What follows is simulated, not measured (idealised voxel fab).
Process module in this document: voxel ribs on slabs
Xsec cut, 275 nm wide, square cell size 5 nm.
This document writes a cross-section as a grid whose cells are square, and gives it as bands, listed from the top down; one or more rows of cells form a band.
Top height, bottom height, nm. Materials left to right, width each, nm. Single material + "all across" = fills band edge to edge. "empty" = empty.
Height reference: 0 = level under which incoming wafer is all one material. Lowest band: no bottom, runs on downward, e.g. "0 and below".
A width given as "30 to 40" starts at the first number in the band's top row and ends at the second number in its bottom row, shifting by an equal amount at every step from row to row.
The designation "identical to before", where it is given for a processing step, indicates that no cell of the cross-section was altered in the course of that step.
Entry "Catalogued sealed voids" = empty spaces >= 8 cells with no open way to the top; each as width x height at distance, distance from left edge, all nm.
The remark found on a step's line after its settings is issued by the simulator itself and pertains to that step.
overlay nm: right-of-plan distance of the mask on a masked step; negative values mean left-of-plan.

Steps planned for the process:
| 1 | RECEIVE (material Si) |
| 2 | DIRECTIONAL_DEP (material SiO2; thk nm 20) |
| 3 | DIRECTIONAL_DEP (material polySi; thk nm 15) |
| 4 | MASKED_ETCH (tone cover; mask id RIB; width nm 15; etch materials polySi; depth nm 5; overlay nm 0) |
| 5 | PATTERN (tone cover; mask id SLAB; material resist; width nm 45; thk nm 20; overlay nm 0) |
| 6 | DIRECTIONAL_ETCH (etch materials polySi; depth nm 10) |
| 7 | STRIP (etch materials resist) |
| 8 | FILL_DEP (material SiO2; thk nm 25) |
| 9 | CMP (height nm 55) |
| 10 | DIRECTIONAL_DEP (material W; thk nm 10) |
| 11 | MASKED_ETCH (tone cover; mask id HEATER; width nm 25; etch materials W; depth nm 10; overlay nm 0) |
| 12 | CONFORMAL_DEP (material SiO2; thk nm 5) |

First wafer out of two, processed as planned:

This is the cross-section of the wafer as we received it, i.e. after step 1:
> 0 and below: Si all across
> Catalogued sealed voids: none

Cross-section of the wafer after step 2:
> 20 down to 0: SiO2 all across
> At heights below 0, the structure remains unaltered.

Cross-section of the wafer after step 3:
> 35 down to 20: polySi all across
> At heights below 20, the structure remains unaltered.

Cross-section of the wafer after step 4:
> 35 down to 30: 130 nm empty, then 15 nm polySi, then 130 nm empty
> At heights below 30, the structure remains unaltered.

Cross-section of the wafer after step 5:
> 55 down to 35: 115 nm empty, then 45 nm resist, then 115 nm empty
> 35 down to 30: 115 nm empty, then 15 nm resist, then 15 nm polySi, then 15 nm resist, then 115 nm empty
> At heights below 30, the structure remains unaltered.

Cross-section of the wafer after step 6:
> 55 down to 35: 115 nm empty, then 45 nm resist, then 115 nm empty
> 35 down to 30: 115 nm empty, then 15 nm resist, then 15 nm polySi, then 15 nm resist, then 115 nm empty
> 30 down to 20: 115 nm empty, then 45 nm polySi, then 115 nm empty
> At heights below 20, the structure remains unaltered.

Cross-section of the wafer after step 7:
> 35 down to 30: 130 nm empty, then 15 nm polySi, then 130 nm empty
> At heights below 30, the structure remains unaltered.

Cross-section of the wafer after step 8:
> 60 down to 35: SiO2 all across
> 35 down to 30: 130 nm SiO2, then 15 nm polySi, then 130 nm SiO2
> 30 down to 20: 115 nm SiO2, then 45 nm polySi, then 115 nm SiO2
> At heights below 20, the structure remains unaltered.

Cross-section of the wafer after step 9:
> 55 down to 35: SiO2 all across
> At heights below 35, the structure remains unaltered.

Cross-section of the wafer after step 10:
> 65 down to 55: W all across
> At heights below 55, the structure remains unaltered.

Cross-section of the wafer after step 11:
> 65 down to 55: 125 nm empty, then 25 nm W, then 125 nm empty
> At heights below 55, the structure remains unaltered.

Cross-section of the wafer after step 12:
> 70 down to 65: 120 nm empty, then 35 nm SiO2, then 120 nm empty
> 65 down to 60: 120 nm empty, then 5 nm SiO2, then 25 nm W, then 5 nm SiO2, then 120 nm empty
> 60 down to 55: 125 nm SiO2, then 25 nm W, then 125 nm SiO2
> At heights below 55, the structure remains unaltered.

Wafer two of the pair: same origin, same plan, one error during the run; identical to wafer one up to and including step 10:

Second wafer, sectioned view, at step 11's planned end time:
> 65 down to 55: 120 nm empty, then 25 nm W, then 130 nm empty
> At heights below 55, the structure remains unaltered.

Second wafer, sectioned view, at step 12's planned end time:
> 70 down to 65: 115 nm empty, then 35 nm SiO2, then 125 nm empty
> 65 down to 60: 115 nm empty, then 5 nm SiO2, then 25 nm W, then 5 nm SiO2, then 125 nm empty
> 60 down to 55: 120 nm SiO2, then 25 nm W, then 130 nm SiO2
> At heights below 55, the structure remains unaltered.
Here's what went sideways: for step 11, the planned setting was not used; the step was instead run as MASKED_ETCH (tone cover; mask id HEATER; width nm 25; etch materials W; depth nm 10; overlay nm -5)
By the end, you'd get the same cell count for each material on either wafer, but the second wafer puts them somewhere else.
